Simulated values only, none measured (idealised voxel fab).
process module | voxel transistor to metal
cross-section cut | 175 nm wide | cells 5 nm
A cross-section is a grid of square cells, given in bands from the top down. A band is one or more rows of cells.
Each band's line starts with the height of the band's top and of its bottom, in nm. Then come its materials from left to right, each with its width in nm. One material with "throughout" fills the band from edge to edge. "air" is empty space.
Height 0 is the level under which the wafer as received is all one material. The lowest band goes on downwards, as in "0 down".
A width such as "30 to 40" changes by the same amount from each row of cells to the next, from the band's top row to its bottom row.
"no change" after a step means that no cell of the cross-section changed.
closed voids: empty space of 8 cells or more with no open way to the top, each as width x height at its distance from the left edge, in nm
after a step's settings: what the simulator itself notes on the step
overlay nm, on a step with a mask: how far to the right of its planned place the mask lay; to the left if negative
plan
1 op RECEIVE | material Si
2 op OXIDIZE | depth nm 5
3 op CONFORMAL_DEP | material SiN | thk nm 15
4 op MASKED_ETCH | tone cover | mask id ACTIVE | width nm 105 | etch materials SiN | depth nm 15 | overlay nm 0
5 op MASKED_ETCH | tone cover | mask id ACTIVE | width nm 105 | etch materials SiO2 | depth nm 5 | overlay nm 0
6 op MASKED_ETCH | tone cover | mask id ACTIVE | width nm 105 | etch materials Si | depth nm 25 | overlay nm 0
7 op OXIDIZE | depth nm 5
8 op FILL_DEP | material SiO2 | thk nm 5
9 op CMP | height nm 15
10 op SELECTIVE_ETCH | etch materials SiO2 | depth nm 15
11 op STRIP | etch materials SiN
12 op SELECTIVE_ETCH | etch materials SiO2 | depth nm 5
13 op OXIDIZE | depth nm 5
14 op DIRECTIONAL_DEP | material polySi | thk nm 20
15 op DIRECTIONAL_DEP | material SiCN | thk nm 10
16 op DIRECTIONAL_DEP | material aC | thk nm 15
17 op PATTERN | tone cover | mask id GATE | material resist | width nm 35 | thk nm 35 | overlay nm 0
18 op DIRECTIONAL_ETCH | etch materials aC | depth nm 15
19 op STRIP | etch materials resist
20 op DIRECTIONAL_ETCH | etch materials SiCN | depth nm 20
21 op DIRECTIONAL_ETCH | etch materials polySi | depth nm 30
22 op STRIP | etch materials aC
23 op CONFORMAL_DEP | material SiN | thk nm 5
24 op DIRECTIONAL_ETCH | etch materials SiN | depth nm 5
25 op DIRECTIONAL_ETCH | etch materials SiO2 | depth nm 5
26 op DIRECTIONAL_ETCH | etch materials Si | depth nm 10
27 op EPI | material SiGe | thk nm 15
28 op FILL_DEP | material SiO2 | thk nm 5
29 op CMP | height nm 15
30 op STRIP | etch materials polySi
31 op SELECTIVE_ETCH | etch materials SiO2 | depth nm 5
32 op CONFORMAL_DEP | material HfO2 | thk nm 5
33 op CONFORMAL_DEP | material TiN | thk nm 5
34 op FILL_DEP | material W | thk nm 5
35 op CMP | height nm 10
36 op DIRECTIONAL_DEP | material SiO2 | thk nm 15
37 op MASKED_ETCH | tone open | mask id CONTACT | width nm 15 | pitch nm 80 | etch materials SiO2 | depth nm 30 | overlay nm 0
38 op CONFORMAL_DEP | material TiN | thk nm 5
39 op FILL_DEP | material W | thk nm 5
40 op CMP | height nm 25
41 op DIRECTIONAL_DEP | material TiN | thk nm 5
42 op DIRECTIONAL_DEP | material W | thk nm 15
43 op MASKED_ETCH | tone cover | mask id METAL_1 | width nm 15 | pitch nm 80 | etch materials W | depth nm 15 | overlay nm 0
44 op MASKED_ETCH | tone cover | mask id METAL_1 | width nm 15 | pitch nm 80 | etch materials TiN | depth nm 5 | overlay nm 0
45 op CONFORMAL_DEP | material SiCN | thk nm 5
46 op FILL_DEP | material lowk | thk nm 5
47 op CMP | height nm 45
48 op CONFORMAL_DEP | material SiCN | thk nm 5
49 op DIRECTIONAL_DEP | material SiO2 | thk nm 30
50 op PATTERN | tone open | mask id METAL_2 | material resist | width nm 15 | pitch nm 80 | thk nm 15 | overlay nm 0
51 op DIRECTIONAL_ETCH | etch materials SiO2 | depth nm 15
52 op STRIP | etch materials resist
53 op DIRECTIONAL_DEP | material aC | thk nm 10
54 op PATTERN | tone open | mask id METAL_2_HOLES | material resist | width nm 15 | pitch nm 80 | thk nm 30 | overlay nm 0
55 op DIRECTIONAL_ETCH | etch materials aC | depth nm 10
56 op STRIP | etch materials resist
57 op DIRECTIONAL_ETCH | etch materials SiO2 | depth nm 15
58 op DIRECTIONAL_ETCH | etch materials SiCN | depth nm 5
59 op STRIP | etch materials aC
60 op CONFORMAL_DEP | material TiN | thk nm 5
61 op FILL_DEP | material Cu | thk nm 10
62 op CMP | height nm 80
63 op CONFORMAL_DEP | material SiCN | thk nm 5
as received, after step 1
  0 down: Si throughout
  closed voids: none
first wafer at the end, as planned
  85 to 80: SiCN throughout
  80 to 50: SiO2 40 | TiN 5 | Cu 5 | TiN 5 | SiO2 65 | TiN 5 | Cu 5 | TiN 5 | SiO2 40
  50 to 45: SiCN 40 | TiN 15 | SiCN 65 | TiN 15 | SiCN 40
  45 to 30: lowk 35 | SiCN 5 | W 15 | SiCN 5 | lowk 55 | SiCN 5 | W 15 | SiCN 5 | lowk 35
  30 to 25: SiCN 40 | TiN 15 | SiCN 65 | TiN 15 | SiCN 40
  25 to 10: SiO2 40 | TiN 5 | W 5 | TiN 5 | SiO2 65 | TiN 5 | W 5 | TiN 5 | SiO2 40
  10 to 5: SiO2 40 | TiN 15 | SiO2 10 | SiN 5 | HfO2 5 | TiN 5 | W 15 | TiN 5 | HfO2 5 | SiN 5 | SiO2 10 | TiN 15 | SiO2 40
  5 to 0: SiO2 40 | TiN 10 | SiGe 15 | SiN 5 | HfO2 5 | TiN 5 | W 15 | TiN 5 | HfO2 5 | SiN 5 | SiGe 15 | TiN 10 | SiO2 40
  0 to -5: SiO2 40 | TiN 10 | SiGe 15 | SiN 5 | HfO2 5 | TiN 25 | HfO2 5 | SiN 5 | SiGe 15 | TiN 10 | SiO2 40
  -5 to -10: SiO2 35 | SiGe 30 | HfO2 45 | SiGe 30 | SiO2 35
  -10 to -20: SiO2 40 | SiGe 25 | Si 45 | SiGe 25 | SiO2 40
  -20 to -35: SiO2 40 | Si 95 | SiO2 40
  -35 down: Si throughout
  closed voids: none
second wafer at the end: like start, like plan, one mistake
  85 to 80: SiCN throughout
  80 to 55: SiO2 40 | TiN 5 | Cu 5 | TiN 5 | SiO2 65 | TiN 5 | Cu 5 | TiN 5 | SiO2 40
  55 to 50: SiO2 40 | TiN 15 | SiO2 65 | TiN 15 | SiO2 40
  50 to 45: SiO2 throughout
  45 to 30: lowk 35 | SiCN 5 | W 15 | SiCN 5 | lowk 55 | SiCN 5 | W 15 | SiCN 5 | lowk 35
  30 to 25: SiCN 40 | TiN 15 | SiCN 65 | TiN 15 | SiCN 40
  25 to 10: SiO2 40 | TiN 5 | W 5 | TiN 5 | SiO2 65 | TiN 5 | W 5 | TiN 5 | SiO2 40
  10 to 5: SiO2 40 | TiN 15 | SiO2 10 | SiN 5 | HfO2 5 | TiN 5 | W 15 | TiN 5 | HfO2 5 | SiN 5 | SiO2 10 | TiN 15 | SiO2 40
  5 to 0: SiO2 40 | TiN 10 | SiGe 15 | SiN 5 | HfO2 5 | TiN 5 | W 15 | TiN 5 | HfO2 5 | SiN 5 | SiGe 15 | TiN 10 | SiO2 40
  0 to -5: SiO2 40 | TiN 10 | SiGe 15 | SiN 5 | HfO2 5 | TiN 25 | HfO2 5 | SiN 5 | SiGe 15 | TiN 10 | SiO2 40
  -5 to -10: SiO2 35 | SiGe 30 | HfO2 45 | SiGe 30 | SiO2 35
  -10 to -20: SiO2 40 | SiGe 25 | Si 45 | SiGe 25 | SiO2 40
  -20 to -35: SiO2 40 | Si 95 | SiO2 40
  -35 down: Si throughout
  closed voids: none
what went wrong: step 48 ran as: op CONFORMAL_DEP | material SiO2 | thk nm 5
at the end the second wafer has, in cells: 2 fewer of Cu | 29 fewer of SiCN | 35 more of SiO2 | 4 fewer of TiN
